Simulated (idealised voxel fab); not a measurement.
Process module under the name voxel plated lines
Xsec cut, 265 nm wide, square cell size 5 nm.
Just so we're on the same page, the cross-sections are grids of square cells, and they're listed out in bands top to bottom, each band one or more rows deep. Look at the band entry: it leads with the top's height and the bottom's height in nm. Then it lists the materials left to right, with a width in nm for each. The word "throughout" on a single material says that material fills the band edge to edge. The word "empty" is empty space. Convention: height 0 is the level below which the wafer, as received, is all one material. The lowest band does not terminate at the bottom but continues downward, represented as "0 down". Width "30..40": first value at the band's top row of cells, second value at its bottom row, equal change from row to row. "nothing got changed" after a step means that no cell of the cross-section changed. "Enclosed void listing" - sealed voids, min. 8 cells, no opening to top; format: width x height at distance (distance from left edge; nm throughout). That trailing text on a step's line, after the settings, is the simulator's own remark on the step. Steps that use a mask can have "overlay nm" on their line. It says how far the mask sat to the right of where it was meant to be. Negative means to the left.
Process steps foreseen in the plan:
1) RECEIVE [material Si]
2) CONFORMAL_DEP [material SiO2] [thk nm 5]
3) DIRECTIONAL_DEP [material TiN] [thk nm 5]
4) PATTERN [tone open] [mask id LINES] [material resist] [width nm 25] [pitch nm 55] [thk nm 20] [overlay nm 0]
5) EPI [material Ru] [thk nm 10]
6) STRIP [etch materials resist]
7) DIRECTIONAL_ETCH [etch materials TiN] [depth nm 5]
8) CONFORMAL_DEP [material SiCN] [thk nm 5]
As-received state of the wafer in cross-section, equivalent to post-step 1:
* 0 down = Si throughout
* Enclosed void listing: none
Cross-section taken at module completion on the first of two wafers; processed per the plan:
* 25 to 20 = empty 60 | SiCN 35 | empty 20 | SiCN 35 | empty 20 | SiCN 35 | empty 60
* 20 to 10 = empty 60 | SiCN 5 | Ru 25 | SiCN 5 | empty 20 | SiCN 5 | Ru 25 | SiCN 5 | empty 20 | SiCN 5 | Ru 25 | SiCN 5 | empty 60
* 10 to 5 = SiCN 65 | TiN 25 | SiCN 30 | TiN 25 | SiCN 30 | TiN 25 | SiCN 65
* 5 to 0 = SiO2 throughout
* 0 down = Si throughout
* Enclosed void listing: none
Cross-sectional view: second of two wafers, end of module; start and plan identical to the first, one mistake in running:
* 25 to 20 = empty 65 | SiCN 30 | empty 25 | SiCN 30 | empty 25 | SiCN 30 | empty 60
* 20 to 10 = empty 65 | SiCN 5 | Ru 20 | SiCN 5 | empty 25 | SiCN 5 | Ru 20 | SiCN 5 | empty 25 | SiCN 5 | Ru 20 | SiCN 5 | empty 60
* 10 to 5 = SiCN 70 | TiN 20 | SiCN 35 | TiN 20 | SiCN 35 | TiN 20 | SiCN 65
* 5 to 0 = SiO2 throughout
* 0 down = Si throughout
* Enclosed void listing: none
what went wrong: step 4 ran as: PATTERN [tone open] [mask id LINES] [material resist] [width nm 20] [pitch nm 55] [thk nm 20] [overlay nm 0]
End check, counted in cells, second wafer has more or fewer of these materials than the first: -6 Ru; -3 TiN
